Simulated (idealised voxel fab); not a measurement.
Documented hereafter: the process module known as voxel air gaps.
265 nm wide, 5 nm square cells: that's cross-section cut.
A cross-section is a grid of square cells, given in bands from the top down. A band is one or more rows of cells. Band: top and bottom heights (nm) first, top before bottom; then materials from left to right, widths in nm. "everywhere" marks a sole material filling the band edge to edge. "air" denotes empty space. Heights are reckoned from 0. Under this level, the received wafer is all of one material. The bottommost band is open-ended downward, for example "0 nm and below". Per-row width for "30 to 40": begins at first number (top row of band), ends at second number (bottom row), increment between rows held constant. "identical to before", as given for a step, is the statement that not any cell of the cross-section underwent a change during that step. The entry titled "Fully enclosed voids" provides the empty spaces that have no open way to the top, restricted to those of 8 cells or more. Each is presented as width x height at distance, the distance being measured from the left edge, with all three in nm. The remark found on a step's line after its settings is issued by the simulator itself and pertains to that step. If you see "overlay nm" on a step's line and that step has a mask, it's telling you how far right of where it was planned the mask ended up; a negative number means it went left instead.
-- The steps planned for the process are as follows
step 1: RECEIVE | material Si
step 2: CONFORMAL_DEP | material SiO2 | thk nm 15
step 3: CONFORMAL_DEP | material SiN | thk nm 5
step 4: DIRECTIONAL_DEP | material SiO2 | thk nm 40
step 5: DIRECTIONAL_DEP | material aC | thk nm 15
step 6: PATTERN | tone open | mask id LINES | material resist | width nm 15 | pitch nm 40 | thk nm 35 | overlay nm 0
step 7: DIRECTIONAL_ETCH | etch materials aC | depth nm 15
step 8: STRIP | etch materials resist
step 9: DIRECTIONAL_ETCH | etch materials SiO2 | depth nm 40
step 10: STRIP | etch materials aC
step 11: CONFORMAL_DEP | material TiN | thk nm 5
step 12: FILL_DEP | material W | thk nm 10
step 13: CMP | height nm 60
step 14: EPI | material Ru | thk nm 10
step 15: SELECTIVE_ETCH | etch materials SiO2 | depth nm 50
step 16: CONFORMAL_DEP | material SiN | thk nm 5
-- Cross-section of the wafer as it came to us, i.e., already through step 1
    0 nm and below  Si everywhere
    Fully enclosed voids: none
-- Cross-sectional result after module completion. Note: starting condition and plan are unchanged from above; one processing mistake was made
    75 nm to 70 nm  air 75 nm  SiN 125 nm  air 65 nm
    70 nm to 60 nm  air 75 nm  SiN 5 nm  Ru 35 nm  SiN 5 nm  Ru 35 nm  SiN 5 nm  Ru 35 nm  SiN 5 nm  air 65 nm
    60 nm to 55 nm  air 75 nm  SiN 15 nm  TiN 5 nm  W 5 nm  TiN 5 nm  SiN 25 nm  TiN 5 nm  W 5 nm  TiN 5 nm  SiN 25 nm  TiN 5 nm  W 5 nm  TiN 5 nm  SiN 15 nm  air 65 nm
    55 nm to 25 nm  air 85 nm  SiN 5 nm  TiN 5 nm  W 5 nm  TiN 5 nm  SiN 5 nm  air 15 nm  SiN 5 nm  TiN 5 nm  W 5 nm  TiN 5 nm  SiN 5 nm  air 15 nm  SiN 5 nm  TiN 5 nm  W 5 nm  TiN 5 nm  SiN 5 nm  air 75 nm
    25 nm to 20 nm  SiN 90 nm  TiN 15 nm  SiN 25 nm  TiN 15 nm  SiN 25 nm  TiN 15 nm  SiN 80 nm
    20 nm to 15 nm  SiN everywhere
    15 nm to 0 nm  SiO2 everywhere
    0 nm and below  Si everywhere
    Fully enclosed voids: 15 x 30 at 110; 15 x 30 at 150
The mistake made against the process plan was this: not per plan at step 6, really ran PATTERN | tone open | mask id LINES | material resist | width nm 15 | pitch nm 40 | thk nm 35 | overlay nm 5
